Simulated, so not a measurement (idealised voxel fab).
Process module in this document: voxel self aligned vias
Square cell edge 5 nm, section width 220 nm, ID cut.
The cross-sections in this document take the form of a grid made of square cells. They are written out as bands, in order from top to bottom. Each band consists of one or more rows of cells.
The entry gives the band's vertical extent as a top height and a bottom height in nm, then its horizontal make-up as materials from left to right, each with a width in nm. "air" stands for empty space; a single material marked "edge to edge" fills the band edge to edge.
Height reference: 0 = level under which incoming wafer is all one material. Lowest band: no bottom, runs on downward, e.g. "0 nm and below".
Per-row width for "30->40": begins at first number (top row of band), ends at second number (bottom row), increment between rows held constant.
Any step labelled "left unchanged" changed none of the cells in the cross-section.
Entry "Entrapped void list". Content: empty spaces with no open connection to the top, size 8 cells or greater. Each: width x height at distance. Distance: from left edge. Unit: nm.
Formally, on a step line, whatever follows the settings is a remark that the simulator itself makes on the step.
overlay nm: step with mask; distance mask lay right of planned place; negative value = left of planned place.

# Process steps - plan
step 1: RECEIVE (material Si)
step 2: CONFORMAL_DEP (material SiO2; thk nm 10)
step 3: CONFORMAL_DEP (material SiCN; thk nm 5)
step 4: DIRECTIONAL_DEP (material lowk; thk nm 20)
step 5: PATTERN (tone open; mask id LINES; material resist; width nm 25; pitch nm 70; thk nm 15; overlay nm 0)
step 6: DIRECTIONAL_ETCH (etch materials lowk; depth nm 20)
step 7: STRIP (etch materials resist)
step 8: CONFORMAL_DEP (material TiN; thk nm 5)
step 9: FILL_DEP (material W; thk nm 5)
step 10: CMP (height nm 35)
step 11: SELECTIVE_ETCH (etch materials W Ru TiN; depth nm 5)
step 12: FILL_DEP (material SiN; thk nm 5)
step 13: CMP (height nm 35)
step 14: DIRECTIONAL_DEP (material lowk; thk nm 20)
step 15: PATTERN (tone open; mask id VIAS; material resist; width nm 45; thk nm 20; overlay nm 0)
step 16: DIRECTIONAL_ETCH (etch materials lowk; depth nm 20)
step 17: DIRECTIONAL_ETCH (etch materials SiN; depth nm 5)
step 18: STRIP (etch materials resist)
step 19: CONFORMAL_DEP (material TiN; thk nm 5)
step 20: FILL_DEP (material W; thk nm 5)
step 21: CMP (height nm 55)
step 22: CONFORMAL_DEP (material SiCN; thk nm 5)
Quick note for whoever runs this: the wafers start identical, but the thk nm at step 3 isn't the same across them. The plan just shows what the first wafer had.

# After step 1, as received: first of several wafers, cross-section
    0 nm and below  Si edge to edge
    Entrapped void list: none

# Where each wafer stands at the end of the module, a row apiece: cells of each material gained (+) or lost (-) since it was received, then closed voids
thk nm 5 | +88 SiCN | +5 SiN | +88 SiO2 | +35 TiN | +36 W | +276 lowk | Entrapped void list: none
thk nm 10 | +132 SiCN | +5 SiN | +88 SiO2 | +31 TiN | +30 W | +242 lowk | Entrapped void list: none
thk nm 15 | +176 SiCN | +5 SiN | +88 SiO2 | +27 TiN | +24 W | +208 lowk | Entrapped void list: none
thk nm 20 | +220 SiCN | +5 SiN | +88 SiO2 | +17 TiN | +24 W | +174 lowk | Entrapped void list: none
